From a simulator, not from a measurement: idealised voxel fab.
Presented below is a process module, voxel double patterning.
Section cut is 165 nm wide and gridded with 5 nm square cells.
Cross-section layout: square cells on a grid; listed as bands, top to bottom; a band spans one or more cell rows.
Each band's line starts with the height of the band's top and of its bottom, in nm. Then come its materials from left to right, each with its width in nm. One material with "throughout" fills the band from edge to edge. "blank" is empty space.
Heights are measured from 0, the level below which the as-received wafer is all one material; the lowest band has no bottom and continues downward, written as in "from 0 down".
A width such as "30->40" changes by the same amount from each row of cells to the next, from the band's top row to its bottom row.
"no alterations made" for a step: no cell of the cross-section changed in that step.
For the entry "Unvented internal voids", the listed items are empty spaces with no open way to the top whose size is 8 cells or more; each item follows the pattern width x height at distance, where distance is from the left edge and all three are in nm.
Formally, on a step line, whatever follows the settings is a remark that the simulator itself makes on the step.
You can add "overlay nm" to a step's line. For a step with a mask, it describes how far the mask lay to the right of its planned position, and a negative number describes a lay to the left.
Here's what the planned process steps look like:
1 RECEIVE with material Si
2 CONFORMAL_DEP with material SiO2, thk nm 10
3 DIRECTIONAL_DEP with material TiN, thk nm 20
4 DIRECTIONAL_DEP with material SiCN, thk nm 5
5 DIRECTIONAL_DEP with material aC, thk nm 15
6 PATTERN with tone open, mask id FIRST, material resist, width nm 15, pitch nm 50, thk nm 35, overlay nm 0
7 DIRECTIONAL_ETCH with etch materials aC, depth nm 15
8 STRIP with etch materials resist
9 DIRECTIONAL_ETCH with etch materials SiCN, depth nm 5
10 STRIP with etch materials aC
11 PATTERN with tone open, mask id SECOND, material resist, width nm 15, pitch nm 50, thk nm 20, overlay nm -15
12 DIRECTIONAL_ETCH with etch materials SiCN, depth nm 5
13 STRIP with etch materials resist
14 DIRECTIONAL_ETCH with etch materials TiN, depth nm 20
15 STRIP with etch materials SiCN
The wafers are alike at the start. At step 11, their overlay nm differs. The plan lists the first wafer's value.
Cross-section of the first of several received wafers, showing its state after step 1:
  from 0 down  Si throughout
  Unvented internal voids: none
Here is the cross-section of the first of several wafers at the end of the module, after its last step, step 15:
  from 30 to 10  TiN=25, then blank=25, then TiN=25, then blank=25, then TiN=25, then blank=15, then TiN=25
  from 10 to 0  SiO2 throughout
  from 0 down  Si throughout
  Unvented internal voids: none
Last wafer x-sec, end of module:
  from 30 to 10  TiN=25, then blank=15, then TiN=25, then blank=25, then TiN=25, then blank=25, then TiN=25
  from 10 to 0  SiO2 throughout
  from 0 down  Si throughout
  Unvented internal voids: none
For your reference, the table is organized with a row per wafer; each row reflects the wafer at the end of the module, indicating for each material the cells gained (+) or lost (-) since receipt, and thereafter its closed voids:
overlay nm -15 | +66 SiO2 | +80 TiN | Unvented internal voids: none
overlay nm -10 | +66 SiO2 | +72 TiN | Unvented internal voids: none
overlay nm -5 | +66 SiO2 | +72 TiN | Unvented internal voids: none
overlay nm 0 | +66 SiO2 | +72 TiN | Unvented internal voids: none
overlay nm 5 | +66 SiO2 | +72 TiN | Unvented internal voids: none
overlay nm 10 | +66 SiO2 | +72 TiN | Unvented internal voids: none
overlay nm 15 | +66 SiO2 | +80 TiN | Unvented internal voids: none
